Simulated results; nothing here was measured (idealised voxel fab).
This is a process module. Its name is voxel ribs on slabs.
Xsec cut, 185 nm wide, square cell size 5 nm.
A cross-section is written here as square cells arranged in a grid, and it is given in bands from the top down, each band taking up one or more rows of cells. Per band: top height and bottom height in nm, followed by the left-to-right materials and their widths in nm; "everywhere" marks a single material spanning edge to edge, "empty" marks empty space. It should be noted that heights are counted from 0, beneath which the wafer as supplied is of one material throughout, and that the lowest band possesses no lower boundary but continues downward, as written in "z 0 and below". Width "30 to 40": first value at the band's top row of cells, second value at its bottom row, equal change from row to row. Given "nothing changed" for a step, no cell of the cross-section differs between before and after that step. The entry "Enclosed internal voids" lists the empty spaces that cover at least 8 cells and have no open path to the top. Each is written as width x height at distance, where the distance is measured from the left edge and all three values are in nm. after a step's settings: what the simulator itself notes on the step. The line of a step may include "overlay nm". On a step with a mask, this value is how far to the right of its planned place the mask lay. A negative value means the mask lay to the left.

### Intended process steps
step 1: RECEIVE [material Si]
step 2: DIRECTIONAL_DEP [material SiO2] [thk nm 25]
step 3: DIRECTIONAL_DEP [material polySi] [thk nm 15]
step 4: PATTERN [tone cover] [mask id RIB] [material resist] [width nm 25] [thk nm 15] [overlay nm 0]
step 5: DIRECTIONAL_ETCH [etch materials polySi] [depth nm 10]
step 6: STRIP [etch materials resist]
step 7: MASKED_ETCH [tone cover] [mask id SLAB] [width nm 65] [etch materials polySi] [depth nm 5] [overlay nm 0]
step 8: FILL_DEP [material SiO2] [thk nm 20]
step 9: CMP [height nm 50]
step 10: DIRECTIONAL_DEP [material TiN] [thk nm 10]
step 11: MASKED_ETCH [tone cover] [mask id HEATER] [width nm 35] [etch materials TiN] [depth nm 10] [overlay nm 0]
step 12: CONFORMAL_DEP [material SiN] [thk nm 5]

### Concerning the first of two wafers, which was run in accordance with the plan

### Cross-section, incoming material, after step 1
    z 0 and below  Si everywhere
    Enclosed internal voids: none

### So this is the wafer cross-section right after step 2
    z 25 to 0  SiO2 everywhere
    Below a height of 0, the structure has not been altered.

### So this is the wafer cross-section right after step 3
    z 40 to 25  polySi everywhere
    Below a height of 25, the structure has not been altered.

### So this is the wafer cross-section right after step 4
    z 55 to 40  empty 80 nm, resist 25 nm, empty 80 nm
    Below a height of 40, the structure has not been altered.

### So this is the wafer cross-section right after step 5
    z 55 to 40  empty 80 nm, resist 25 nm, empty 80 nm
    z 40 to 30  empty 80 nm, polySi 25 nm, empty 80 nm
    Below a height of 30, the structure has not been altered.

### So this is the wafer cross-section right after step 6
    z 40 to 30  empty 80 nm, polySi 25 nm, empty 80 nm
    Below a height of 30, the structure has not been altered.

### So this is the wafer cross-section right after step 7
    z 40 to 30  empty 80 nm, polySi 25 nm, empty 80 nm
    z 30 to 25  empty 60 nm, polySi 65 nm, empty 60 nm
    Below a height of 25, the structure has not been altered.

### So this is the wafer cross-section right after step 8
    z 60 to 40  SiO2 everywhere
    z 40 to 30  SiO2 80 nm, polySi 25 nm, SiO2 80 nm
    z 30 to 25  SiO2 60 nm, polySi 65 nm, SiO2 60 nm
    Below a height of 25, the structure has not been altered.

### So this is the wafer cross-section right after step 9
    z 50 to 40  SiO2 everywhere
    Below a height of 40, the structure has not been altered.

### So this is the wafer cross-section right after step 10
    z 60 to 50  TiN everywhere
    Below a height of 50, the structure has not been altered.

### So this is the wafer cross-section right after step 11
    z 60 to 50  empty 75 nm, TiN 35 nm, empty 75 nm
    Below a height of 50, the structure has not been altered.

### So this is the wafer cross-section right after step 12
    z 65 to 60  empty 70 nm, SiN 45 nm, empty 70 nm
    z 60 to 55  empty 70 nm, SiN 5 nm, TiN 35 nm, SiN 5 nm, empty 70 nm
    z 55 to 50  SiN 75 nm, TiN 35 nm, SiN 75 nm
    Below a height of 50, the structure has not been altered.

### Wafer two. Same start, same plan, one slip in execution. Same as wafer one through step 6, inclusive

### Second wafer, sectioned view, at step 7's planned end time
    z 40 to 30  empty 80 nm, polySi 25 nm, empty 80 nm
    z 30 to 25  empty 60 nm, polySi 70 nm, empty 55 nm
    Below a height of 25, the structure has not been altered.

### Second wafer, sectioned view, at step 8's planned end time
    z 60 to 40  SiO2 everywhere
    z 40 to 30  SiO2 80 nm, polySi 25 nm, SiO2 80 nm
    z 30 to 25  SiO2 60 nm, polySi 70 nm, SiO2 55 nm
    Below a height of 25, the structure has not been altered.

### Second wafer, sectioned view, at step 9's planned end time
    z 50 to 40  SiO2 everywhere
    Below a height of 40, the structure has not been altered.

### Second wafer, sectioned view, at step 10's planned end time
    z 60 to 50  TiN everywhere
    Below a height of 50, the structure has not been altered.

### Second wafer, sectioned view, at step 11's planned end time
    z 60 to 50  empty 75 nm, TiN 35 nm, empty 75 nm
    Below a height of 50, the structure has not been altered.

### Second wafer, sectioned view, at step 12's planned end time
    z 65 to 60  empty 70 nm, SiN 45 nm, empty 70 nm
    z 60 to 55  empty 70 nm, SiN 5 nm, TiN 35 nm, SiN 5 nm, empty 70 nm
    z 55 to 50  SiN 75 nm, TiN 35 nm, SiN 75 nm
    Below a height of 50, the structure has not been altered.
So what did we get wrong on this run? step 7: run off-plan, actual operation and settings MASKED_ETCH [tone cover] [mask id SLAB] [width nm 70] [etch materials polySi] [depth nm 5] [overlay nm 0]
FYI, end of process, the second wafer has more or fewer cells of some materials than the first: -1 SiO2 | +1 polySi
